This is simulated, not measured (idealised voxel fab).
The following process module bears the name voxel transistor to metal.
Section shown: cut. Width: 170 nm. Cell size: 5 nm, square.
In this document a cross-section is written as a grid of square cells. It is given as a series of bands, listed from the top down, and a band is one or more rows of cells. First you get the band's top height and its bottom height, in nm, and then the materials it's made of, left to right, with each width in nm. If you see a single material with "all across", that one covers the band edge to edge. "empty" is empty space. Height reference: 0 = level under which incoming wafer is all one material. Lowest band: no bottom, runs on downward, e.g. "0..down". Width: "30->40" (first number = top row, second number = bottom row, same change from row to row of cells). Basically "no alterations made" means that step didn't change any cell in the cross-section. "Completely sealed voids" enumerates empty spaces isolated from the top, with no open way to it, that contain at least 8 cells, giving each as width x height at distance from the left edge, all three in nm. It should be noted that, on the line of a given step, the content following the step's settings is a remark produced by the simulator itself with respect to that step. overlay nm: for a step with a mask, the amount by which the mask lay right of where it was planned; a negative amount means left of it.
plan:
| 1 | op RECEIVE | material Si |
| 2 | op OXIDIZE | depth nm 5 |
| 3 | op CONFORMAL_DEP | material SiN | thk nm 10 |
| 4 | op PATTERN | tone cover | mask id ACTIVE | material resist | width nm 95 | thk nm 20 | overlay nm 0 |
| 5 | op DIRECTIONAL_ETCH | etch materials SiN | depth nm 10 |
| 6 | op DIRECTIONAL_ETCH | etch materials SiO2 | depth nm 5 |
| 7 | op DIRECTIONAL_ETCH | etch materials Si | depth nm 35 |
| 8 | op STRIP | etch materials resist |
| 9 | op OXIDIZE | depth nm 5 |
| 10 | op FILL_DEP | material SiO2 | thk nm 15 |
| 11 | op CMP | height nm 10 |
| 12 | op SELECTIVE_ETCH | etch materials SiO2 | depth nm 10 |
| 13 | op STRIP | etch materials SiN |
| 14 | op SELECTIVE_ETCH | etch materials SiO2 | depth nm 5 |
| 15 | op OXIDIZE | depth nm 5 |
| 16 | op DIRECTIONAL_DEP | material polySi | thk nm 25 |
| 17 | op DIRECTIONAL_DEP | material SiCN | thk nm 10 |
| 18 | op MASKED_ETCH | tone cover | mask id GATE | width nm 25 | etch materials SiCN | depth nm 20 | overlay nm 0 |
| 19 | op MASKED_ETCH | tone cover | mask id GATE | width nm 25 | etch materials polySi | depth nm 35 | overlay nm 0 |
| 20 | op CONFORMAL_DEP | material SiO2 | thk nm 5 |
| 21 | op DIRECTIONAL_ETCH | etch materials SiO2 | depth nm 5 |
| 22 | op CONFORMAL_DEP | material SiN | thk nm 10 |
| 23 | op DIRECTIONAL_ETCH | etch materials SiN | depth nm 10 |
| 24 | op DIRECTIONAL_ETCH | etch materials SiO2 | depth nm 5 |
| 25 | op EPI | material pSi | thk nm 5 |
| 26 | op FILL_DEP | material SiO2 | thk nm 10 |
| 27 | op CMP | height nm 20 |
| 28 | op STRIP | etch materials polySi |
| 29 | op SELECTIVE_ETCH | etch materials SiO2 | depth nm 5 |
| 30 | op CONFORMAL_DEP | material HfO2 | thk nm 5 |
| 31 | op CONFORMAL_DEP | material TiN | thk nm 5 |
| 32 | op FILL_DEP | material W | thk nm 10 |
| 33 | op CMP | height nm 15 |
| 34 | op DIRECTIONAL_DEP | material SiO2 | thk nm 15 |
| 35 | op MASKED_ETCH | tone open | mask id CONTACT | width nm 15 | pitch nm 70 | etch materials SiO2 | depth nm 35 | overlay nm 0 |
| 36 | op CONFORMAL_DEP | material TiN | thk nm 5 |
| 37 | op FILL_DEP | material W | thk nm 10 |
| 38 | op CMP | height nm 30 |
| 39 | op CONFORMAL_DEP | material SiN | thk nm 5 |
| 40 | op DIRECTIONAL_DEP | material lowk | thk nm 20 |
| 41 | op MASKED_ETCH | tone open | mask id METAL_1 | width nm 15 | pitch nm 70 | etch materials lowk | depth nm 20 | overlay nm 0 |
| 42 | op MASKED_ETCH | tone open | mask id METAL_1 | width nm 15 | pitch nm 70 | etch materials SiN | depth nm 5 | overlay nm 0 |
| 43 | op CONFORMAL_DEP | material TiN | thk nm 5 |
| 44 | op FILL_DEP | material W | thk nm 5 |
| 45 | op CMP | height nm 55 |
| 46 | op EPI | material Ru | thk nm 5 |
| 47 | op FILL_DEP | material SiCN | thk nm 5 |
The first wafer of two, processed as planned:
The cross-section here shows the wafer as received, i.e. in its state after step 1:
> 0..down = Si all across
> Completely sealed voids: none
Cross-section of the wafer after step 2:
> 0..-5 = SiO2 all across
> Below -5, the layers are the same as they were.
Cross-section of the wafer after step 3:
> 10..0 = SiN all across
> Below 0, the layers are the same as they were.
Cross-section of the wafer after step 4:
> 30..10 = empty=35 / resist=95 / empty=40
> Below 10, the layers are the same as they were.
Cross-section of the wafer after step 5:
> 30..10 = empty=35 / resist=95 / empty=40
> 10..0 = empty=35 / SiN=95 / empty=40
> Below 0, the layers are the same as they were.
Cross-section of the wafer after step 6:
> 30..10 = empty=35 / resist=95 / empty=40
> 10..0 = empty=35 / SiN=95 / empty=40
> 0..-5 = empty=35 / SiO2=95 / empty=40
> Below -5, the layers are the same as they were.
Cross-section of the wafer after step 7:
> 30..10 = empty=35 / resist=95 / empty=40
> 10..0 = empty=35 / SiN=95 / empty=40
> 0..-5 = empty=35 / SiO2=95 / empty=40
> -5..-40 = empty=35 / Si=95 / empty=40
> Below -40, the layers are the same as they were.
Cross-section of the wafer after step 8:
> 10..0 = empty=35 / SiN=95 / empty=40
> Below 0, the layers are the same as they were.
Cross-section of the wafer after step 9:
> 10..0 = empty=35 / SiN=95 / empty=40
> 0..-5 = empty=35 / SiO2=95 / empty=40
> -5..-40 = empty=35 / SiO2=5 / Si=85 / SiO2=5 / empty=40
> -40..-45 = SiO2=40 / Si=85 / SiO2=45
> Below -45, the layers are the same as they were.
Cross-section of the wafer after step 10:
> 25..10 = SiO2 all across
> 10..0 = SiO2=35 / SiN=95 / SiO2=40
> 0..-5 = SiO2 all across
> -5..-45 = SiO2=40 / Si=85 / SiO2=45
> Below -45, the layers are the same as they were.
Cross-section of the wafer after step 11:
> 10..0 = SiO2=35 / SiN=95 / SiO2=40
> Below 0, the layers are the same as they were.
Cross-section of the wafer after step 12:
> 10..0 = empty=35 / SiN=95 / empty=40
> Below 0, the layers are the same as they were.
Cross-section of the wafer after step 13:
> 0..-5 = SiO2 all across
> Below -5, the layers are the same as they were.
Cross-section of the wafer after step 14:
> -5..-45 = SiO2=40 / Si=85 / SiO2=45
> Below -45, the layers are the same as they were.
Cross-section of the wafer after step 15:
> -5..-10 = SiO2 all across
> Below -10, the layers are the same as they were.
Cross-section of the wafer after step 16:
> 20..-5 = polySi all across
> Below -5, the layers are the same as they were.
Cross-section of the wafer after step 17:
> 30..20 = SiCN all across
> Below 20, the layers are the same as they were.
Cross-section of the wafer after step 18:
> 30..20 = empty=70 / SiCN=25 / empty=75
> Below 20, the layers are the same as they were.
Cross-section of the wafer after step 19:
> 30..20 = empty=70 / SiCN=25 / empty=75
> 20..-5 = empty=70 / polySi=25 / empty=75
> Below -5, the layers are the same as they were.
Cross-section of the wafer after step 20:
> 35..30 = empty=65 / SiO2=35 / empty=70
> 30..20 = empty=65 / SiO2=5 / SiCN=25 / SiO2=5 / empty=70
> 20..0 = empty=65 / SiO2=5 / polySi=25 / SiO2=5 / empty=70
> 0..-5 = SiO2=70 / polySi=25 / SiO2=75
> Below -5, the layers are the same as they were.
Cross-section of the wafer after step 21:
> 30..20 = empty=65 / SiO2=5 / SiCN=25 / SiO2=5 / empty=70
> 20..-5 = empty=65 / SiO2=5 / polySi=25 / SiO2=5 / empty=70
> Below -5, the layers are the same as they were.
Cross-section of the wafer after step 22:
> 40..30 = empty=55 / SiN=55 / empty=60
> 30..20 = empty=55 / SiN=10 / SiO2=5 / SiCN=25 / SiO2=5 / SiN=10 / empty=60
> 20..5 = empty=55 / SiN=10 / SiO2=5 / polySi=25 / SiO2=5 / SiN=10 / empty=60
> 5..-5 = SiN=65 / SiO2=5 / polySi=25 / SiO2=5 / SiN=70
> Below -5, the layers are the same as they were.
Cross-section of the wafer after step 23:
> 30..20 = empty=55 / SiN=10 / SiO2=5 / SiCN=25 / SiO2=5 / SiN=10 / empty=60
> 20..-5 = empty=55 / SiN=10 / SiO2=5 / polySi=25 / SiO2=5 / SiN=10 / empty=60
> Below -5, the layers are the same as they were.
Cross-section of the wafer after step 24:
> 30..25 = empty=55 / SiN=10 / empty=5 / SiCN=25 / empty=5 / SiN=10 / empty=60
> 25..20 = empty=55 / SiN=10 / SiO2=5 / SiCN=25 / SiO2=5 / SiN=10 / empty=60
> 20..-5 = empty=55 / SiN=10 / SiO2=5 / polySi=25 / SiO2=5 / SiN=10 / empty=60
> -5..-10 = empty=55 / SiO2=55 / empty=60
> Below -10, the layers are the same as they were.
Cross-section of the wafer after step 25:
> 30..25 = empty=55 / SiN=10 / empty=5 / SiCN=25 / empty=5 / SiN=10 / empty=60
> 25..20 = empty=55 / SiN=10 / SiO2=5 / SiCN=25 / SiO2=5 / SiN=10 / empty=60
> 20..-5 = empty=55 / SiN=10 / SiO2=5 / polySi=25 / SiO2=5 / SiN=10 / empty=60
> -5..-10 = empty=35 / pSi=20 / SiO2=55 / pSi=20 / empty=40
> Below -10, the layers are the same as they were.
Cross-section of the wafer after step 26:
> 40..30 = SiO2 all across
> 30..20 = SiO2=55 / SiN=10 / SiO2=5 / SiCN=25 / SiO2=5 / SiN=10 / SiO2=60
> 20..-5 = SiO2=55 / SiN=10 / SiO2=5 / polySi=25 / SiO2=5 / SiN=10 / SiO2=60
> -5..-10 = SiO2=35 / pSi=20 / SiO2=55 / pSi=20 / SiO2=40
> Below -10, the layers are the same as they were.
Cross-section of the wafer after step 27:
> 20..-5 = SiO2=55 / SiN=10 / SiO2=5 / polySi=25 / SiO2=5 / SiN=10 / SiO2=60
> Below -5, the layers are the same as they were.
Cross-section of the wafer after step 28:
> 20..-5 = SiO2=55 / SiN=10 / SiO2=5 / empty=25 / SiO2=5 / SiN=10 / SiO2=60
> Below -5, the layers are the same as they were.
Cross-section of the wafer after step 29:
> 20..15 = empty=55 / SiN=10 / empty=35 / SiN=10 / empty=60
> 15..-5 = SiO2=55 / SiN=10 / empty=35 / SiN=10 / SiO2=60
> -5..-10 = SiO2=35 / pSi=20 / SiO2=10 / empty=35 / SiO2=10 / pSi=20 / SiO2=40
> Below -10, the layers are the same as they were.
Cross-section of the wafer after step 30:
> 25..20 = empty=50 / HfO2=20 / empty=25 / HfO2=20 / empty=55
> 20..15 = HfO2=55 / SiN=10 / HfO2=5 / empty=25 / HfO2=5 / SiN=10 / HfO2=60
> 15..-5 = SiO2=55 / SiN=10 / HfO2=5 / empty=25 / HfO2=5 / SiN=10 / SiO2=60
> -5..-10 = SiO2=35 / pSi=20 / SiO2=10 / HfO2=35 / SiO2=10 / pSi=20 / SiO2=40
> Below -10, the layers are the same as they were.
Cross-section of the wafer after step 31:
> 30..25 = empty=45 / TiN=30 / empty=15 / TiN=30 / empty=50
> 25..20 = TiN=50 / HfO2=20 / TiN=5 / empty=15 / TiN=5 / HfO2=20 / TiN=55
> 20..15 = HfO2=55 / SiN=10 / HfO2=5 / TiN=5 / empty=15 / TiN=5 / HfO2=5 / SiN=10 / HfO2=60
> 15..0 = SiO2=55 / SiN=10 / HfO2=5 / TiN=5 / empty=15 / TiN=5 / HfO2=5 / SiN=10 / SiO2=60
> 0..-5 = SiO2=55 / SiN=10 / HfO2=5 / TiN=25 / HfO2=5 / SiN=10 / SiO2=60
> Below -5, the layers are the same as they were.
Cross-section of the wafer after step 32:
> 40..30 = W all across
> 30..25 = W=45 / TiN=30 / W=15 / TiN=30 / W=50
> 25..20 = TiN=50 / HfO2=20 / TiN=5 / W=15 / TiN=5 / HfO2=20 / TiN=55
> 20..15 = HfO2=55 / SiN=10 / HfO2=5 / TiN=5 / W=15 / TiN=5 / HfO2=5 / SiN=10 / HfO2=60
> 15..0 = SiO2=55 / SiN=10 / HfO2=5 / TiN=5 / W=15 / TiN=5 / HfO2=5 / SiN=10 / SiO2=60
> Below 0, the layers are the same as they were.
Cross-section of the wafer after step 33:
> 15..0 = SiO2=55 / SiN=10 / HfO2=5 / TiN=5 / W=15 / TiN=5 / HfO2=5 / SiN=10 / SiO2=60
> Below 0, the layers are the same as they were.
Cross-section of the wafer after step 34:
> 30..15 = SiO2 all across
> Below 15, the layers are the same as they were.
Cross-section of the wafer after step 35:
> 30..15 = SiO2=40 / empty=15 / SiO2=55 / empty=15 / SiO2=45
> 15..0 = SiO2=40 / empty=15 / SiN=10 / HfO2=5 / TiN=5 / W=15 / TiN=5 / HfO2=5 / SiN=10 / empty=15 / SiO2=45
> 0..-5 = SiO2=40 / empty=15 / SiN=10 / HfO2=5 / TiN=25 / HfO2=5 / SiN=10 / empty=15 / SiO2=45
> Below -5, the layers are the same as they were.
Cross-section of the wafer after step 36:
> 35..30 = TiN=45 / empty=5 / TiN=65 / empty=5 / TiN=50
> 30..15 = SiO2=40 / TiN=5 / empty=5 / TiN=5 / SiO2=55 / TiN=5 / empty=5 / TiN=5 / SiO2=45
> 15..0 = SiO2=40 / TiN=5 / empty=5 / TiN=5 / SiN=10 / HfO2=5 / TiN=5 / W=15 / TiN=5 / HfO2=5 / SiN=10 / TiN=5 / empty=5 / TiN=5 / SiO2=45
> 0..-5 = SiO2=40 / TiN=15 / SiN=10 / HfO2=5 / TiN=25 / HfO2=5 / SiN=10 / TiN=15 / SiO2=45
> Below -5, the layers are the same as they were.
Cross-section of the wafer after step 37:
> 45..35 = W all across
> 35..30 = TiN=45 / W=5 / TiN=65 / W=5 / TiN=50
> 30..15 = SiO2=40 / TiN=5 / W=5 / TiN=5 / SiO2=55 / TiN=5 / W=5 / TiN=5 / SiO2=45
> 15..0 = SiO2=40 / TiN=5 / W=5 / TiN=5 / SiN=10 / HfO2=5 / TiN=5 / W=15 / TiN=5 / HfO2=5 / SiN=10 / TiN=5 / W=5 / TiN=5 / SiO2=45
> Below 0, the layers are the same as they were.
Cross-section of the wafer after step 38:
> 30..15 = SiO2=40 / TiN=5 / W=5 / TiN=5 / SiO2=55 / TiN=5 / W=5 / TiN=5 / SiO2=45
> Below 15, the layers are the same as they were.
Cross-section of the wafer after step 39:
> 35..30 = SiN all across
> Below 30, the layers are the same as they were.
Cross-section of the wafer after step 40:
> 55..35 = lowk all across
> Below 35, the layers are the same as they were.
Cross-section of the wafer after step 41:
> 55..35 = lowk=40 / empty=15 / lowk=55 / empty=15 / lowk=45
> Below 35, the layers are the same as they were.
Cross-section of the wafer after step 42:
> 55..35 = lowk=40 / empty=15 / lowk=55 / empty=15 / lowk=45
> 35..30 = SiN=40 / empty=15 / SiN=55 / empty=15 / SiN=45
> Below 30, the layers are the same as they were.
Cross-section of the wafer after step 43:
> 60..55 = TiN=45 / empty=5 / TiN=65 / empty=5 / TiN=50
> 55..35 = lowk=40 / TiN=5 / empty=5 / TiN=5 / lowk=55 / TiN=5 / empty=5 / TiN=5 / lowk=45
> 35..30 = SiN=40 / TiN=15 / SiN=55 / TiN=15 / SiN=45
> Below 30, the layers are the same as they were.
Cross-section of the wafer after step 44:
> 65..60 = W all across
> 60..55 = TiN=45 / W=5 / TiN=65 / W=5 / TiN=50
> 55..35 = lowk=40 / TiN=5 / W=5 / TiN=5 / lowk=55 / TiN=5 / W=5 / TiN=5 / lowk=45
> Below 35, the layers are the same as they were.
Cross-section of the wafer after step 45:
> 55..35 = lowk=40 / TiN=5 / W=5 / TiN=5 / lowk=55 / TiN=5 / W=5 / TiN=5 / lowk=45
> Below 35, the layers are the same as they were.
Cross-section of the wafer after step 46:
> 60..55 = empty=35 / Ru=25 / empty=45 / Ru=25 / empty=40
> Below 55, the layers are the same as they were.
Cross-section of the wafer after step 47:
> 65..60 = SiCN all across
> 60..55 = SiCN=35 / Ru=25 / SiCN=45 / Ru=25 / SiCN=40
> Below 55, the layers are the same as they were.
second wafer: like start, like plan, one mistake. Through step 21 it matches the first wafer:
X-section, second wafer, when step 22 was due to finish:
> 35..30 = empty=60 / SiN=45 / empty=65
> 30..20 = empty=60 / SiN=5 / SiO2=5 / SiCN=25 / SiO2=5 / SiN=5 / empty=65
> 20..0 = empty=60 / SiN=5 / SiO2=5 / polySi=25 / SiO2=5 / SiN=5 / empty=65
> 0..-5 = SiN=65 / SiO2=5 / polySi=25 / SiO2=5 / SiN=70
> Below -5, the layers are the same as they were.
X-section, second wafer, when step 23 was due to finish:
> 30..25 = empty=65 / SiO2=5 / SiCN=25 / SiO2=5 / empty=70
> 25..20 = empty=60 / SiN=5 / SiO2=5 / SiCN=25 / SiO2=5 / SiN=5 / empty=65
> 20..-5 = empty=60 / SiN=5 / SiO2=5 / polySi=25 / SiO2=5 / SiN=5 / empty=65
> Below -5, the layers are the same as they were.
X-section, second wafer, when step 24 was due to finish:
> 30..25 = empty=70 / SiCN=25 / empty=75
> 25..20 = empty=60 / SiN=5 / SiO2=5 / SiCN=25 / SiO2=5 / SiN=5 / empty=65
> 20..-5 = empty=60 / SiN=5 / SiO2=5 / polySi=25 / SiO2=5 / SiN=5 / empty=65
> -5..-10 = empty=60 / SiO2=45 / empty=65
> Below -10, the layers are the same as they were.
X-section, second wafer, when step 25 was due to finish:
> 30..25 = empty=70 / SiCN=25 / empty=75
> 25..20 = empty=60 / SiN=5 / SiO2=5 / SiCN=25 / SiO2=5 / SiN=5 / empty=65
> 20..-5 = empty=60 / SiN=5 / SiO2=5 / polySi=25 / SiO2=5 / SiN=5 / empty=65
> -5..-10 = empty=35 / pSi=25 / SiO2=45 / pSi=25 / empty=40
> Below -10, the layers are the same as they were.
X-section, second wafer, when step 26 was due to finish:
> 40..30 = SiO2 all across
> 30..25 = SiO2=70 / SiCN=25 / SiO2=75
> 25..20 = SiO2=60 / SiN=5 / SiO2=5 / SiCN=25 / SiO2=5 / SiN=5 / SiO2=65
> 20..-5 = SiO2=60 / SiN=5 / SiO2=5 / polySi=25 / SiO2=5 / SiN=5 / SiO2=65
> -5..-10 = SiO2=35 / pSi=25 / SiO2=45 / pSi=25 / SiO2=40
> Below -10, the layers are the same as they were.
X-section, second wafer, when step 27 was due to finish:
> 20..-5 = SiO2=60 / SiN=5 / SiO2=5 / polySi=25 / SiO2=5 / SiN=5 / SiO2=65
> Below -5, the layers are the same as they were.
X-section, second wafer, when step 28 was due to finish:
> 20..-5 = SiO2=60 / SiN=5 / SiO2=5 / empty=25 / SiO2=5 / SiN=5 / SiO2=65
> Below -5, the layers are the same as they were.
X-section, second wafer, when step 29 was due to finish:
> 20..15 = empty=60 / SiN=5 / empty=35 / SiN=5 / empty=65
> 15..-5 = SiO2=60 / SiN=5 / empty=35 / SiN=5 / SiO2=65
> -5..-10 = SiO2=35 / pSi=25 / SiO2=5 / empty=35 / SiO2=5 / pSi=25 / SiO2=40
> Below -10, the layers are the same as they were.
X-section, second wafer, when step 30 was due to finish:
> 25..20 = empty=55 / HfO2=15 / empty=25 / HfO2=15 / empty=60
> 20..15 = HfO2=60 / SiN=5 / HfO2=5 / empty=25 / HfO2=5 / SiN=5 / HfO2=65
> 15..-5 = SiO2=60 / SiN=5 / HfO2=5 / empty=25 / HfO2=5 / SiN=5 / SiO2=65
> -5..-10 = SiO2=35 / pSi=25 / SiO2=5 / HfO2=35 / SiO2=5 / pSi=25 / SiO2=40
> Below -10, the layers are the same as they were.
X-section, second wafer, when step 31 was due to finish:
> 30..25 = empty=50 / TiN=25 / empty=15 / TiN=25 / empty=55
> 25..20 = TiN=55 / HfO2=15 / TiN=5 / empty=15 / TiN=5 / HfO2=15 / TiN=60
> 20..15 = HfO2=60 / SiN=5 / HfO2=5 / TiN=5 / empty=15 / TiN=5 / HfO2=5 / SiN=5 / HfO2=65
> 15..0 = SiO2=60 / SiN=5 / HfO2=5 / TiN=5 / empty=15 / TiN=5 / HfO2=5 / SiN=5 / SiO2=65
> 0..-5 = SiO2=60 / SiN=5 / HfO2=5 / TiN=25 / HfO2=5 / SiN=5 / SiO2=65
> Below -5, the layers are the same as they were.
X-section, second wafer, when step 32 was due to finish:
> 40..30 = W all across
> 30..25 = W=50 / TiN=25 / W=15 / TiN=25 / W=55
> 25..20 = TiN=55 / HfO2=15 / TiN=5 / W=15 / TiN=5 / HfO2=15 / TiN=60
> 20..15 = HfO2=60 / SiN=5 / HfO2=5 / TiN=5 / W=15 / TiN=5 / HfO2=5 / SiN=5 / HfO2=65
> 15..0 = SiO2=60 / SiN=5 / HfO2=5 / TiN=5 / W=15 / TiN=5 / HfO2=5 / SiN=5 / SiO2=65
> Below 0, the layers are the same as they were.
X-section, second wafer, when step 33 was due to finish:
> 15..0 = SiO2=60 / SiN=5 / HfO2=5 / TiN=5 / W=15 / TiN=5 / HfO2=5 / SiN=5 / SiO2=65
> Below 0, the layers are the same as they were.
X-section, second wafer, when step 34 was due to finish:
> 30..15 = SiO2 all across
> Below 15, the layers are the same as they were.
X-section, second wafer, when step 35 was due to finish:
> 30..15 = SiO2=40 / empty=15 / SiO2=55 / empty=15 / SiO2=45
> 15..0 = SiO2=40 / empty=15 / SiO2=5 / SiN=5 / HfO2=5 / TiN=5 / W=15 / TiN=5 / HfO2=5 / SiN=5 / SiO2=5 / empty=15 / SiO2=45
> 0..-5 = SiO2=40 / empty=15 / SiO2=5 / SiN=5 / HfO2=5 / TiN=25 / HfO2=5 / SiN=5 / SiO2=5 / empty=15 / SiO2=45
> Below -5, the layers are the same as they were.
X-section, second wafer, when step 36 was due to finish:
> 35..30 = TiN=45 / empty=5 / TiN=65 / empty=5 / TiN=50
> 30..15 = SiO2=40 / TiN=5 / empty=5 / TiN=5 / SiO2=55 / TiN=5 / empty=5 / TiN=5 / SiO2=45
> 15..0 = SiO2=40 / TiN=5 / empty=5 / TiN=5 / SiO2=5 / SiN=5 / HfO2=5 / TiN=5 / W=15 / TiN=5 / HfO2=5 / SiN=5 / SiO2=5 / TiN=5 / empty=5 / TiN=5 / SiO2=45
> 0..-5 = SiO2=40 / TiN=15 / SiO2=5 / SiN=5 / HfO2=5 / TiN=25 / HfO2=5 / SiN=5 / SiO2=5 / TiN=15 / SiO2=45
> Below -5, the layers are the same as they were.
X-section, second wafer, when step 37 was due to finish:
> 45..35 = W all across
> 35..30 = TiN=45 / W=5 / TiN=65 / W=5 / TiN=50
> 30..15 = SiO2=40 / TiN=5 / W=5 / TiN=5 / SiO2=55 / TiN=5 / W=5 / TiN=5 / SiO2=45
> 15..0 = SiO2=40 / TiN=5 / W=5 / TiN=5 / SiO2=5 / SiN=5 / HfO2=5 / TiN=5 / W=15 / TiN=5 / HfO2=5 / SiN=5 / SiO2=5 / TiN=5 / W=5 / TiN=5 / SiO2=45
> Below 0, the layers are the same as they were.
X-section, second wafer, when step 38 was due to finish:
> 30..15 = SiO2=40 / TiN=5 / W=5 / TiN=5 / SiO2=55 / TiN=5 / W=5 / TiN=5 / SiO2=45
> Below 15, the layers are the same as they were.
X-section, second wafer, when step 39 was due to finish:
> 35..30 = SiN all across
> Below 30, the layers are the same as they were.
X-section, second wafer, when step 40 was due to finish:
> 55..35 = lowk all across
> Below 35, the layers are the same as they were.
X-section, second wafer, when step 41 was due to finish:
> 55..35 = lowk=40 / empty=15 / lowk=55 / empty=15 / lowk=45
> Below 35, the layers are the same as they were.
X-section, second wafer, when step 42 was due to finish:
> 55..35 = lowk=40 / empty=15 / lowk=55 / empty=15 / lowk=45
> 35..30 = SiN=40 / empty=15 / SiN=55 / empty=15 / SiN=45
> Below 30, the layers are the same as they were.
X-section, second wafer, when step 43 was due to finish:
> 60..55 = TiN=45 / empty=5 / TiN=65 / empty=5 / TiN=50
> 55..35 = lowk=40 / TiN=5 / empty=5 / TiN=5 / lowk=55 / TiN=5 / empty=5 / TiN=5 / lowk=45
> 35..30 = SiN=40 / TiN=15 / SiN=55 / TiN=15 / SiN=45
> Below 30, the layers are the same as they were.
X-section, second wafer, when step 44 was due to finish:
> 65..60 = W all across
> 60..55 = TiN=45 / W=5 / TiN=65 / W=5 / TiN=50
> 55..35 = lowk=40 / TiN=5 / W=5 / TiN=5 / lowk=55 / TiN=5 / W=5 / TiN=5 / lowk=45
> Below 35, the layers are the same as they were.
X-section, second wafer, when step 45 was due to finish:
> 55..35 = lowk=40 / TiN=5 / W=5 / TiN=5 / lowk=55 / TiN=5 / W=5 / TiN=5 / lowk=45
> Below 35, the layers are the same as they were.
X-section, second wafer, when step 46 was due to finish:
> 60..55 = empty=35 / Ru=25 / empty=45 / Ru=25 / empty=40
> Below 55, the layers are the same as they were.
X-section, second wafer, when step 47 was due to finish:
> 65..60 = SiCN all across
> 60..55 = SiCN=35 / Ru=25 / SiCN=45 / Ru=25 / SiCN=40
> Below 55, the layers are the same as they were.
Diagnosis: step 22 did not happen as planned, as run it was op CONFORMAL_DEP | material SiN | thk nm 5
Heads up, by the end the second wafer has more or fewer cells of some materials compared to the first: SiN -8; SiO2 +6; pSi +2
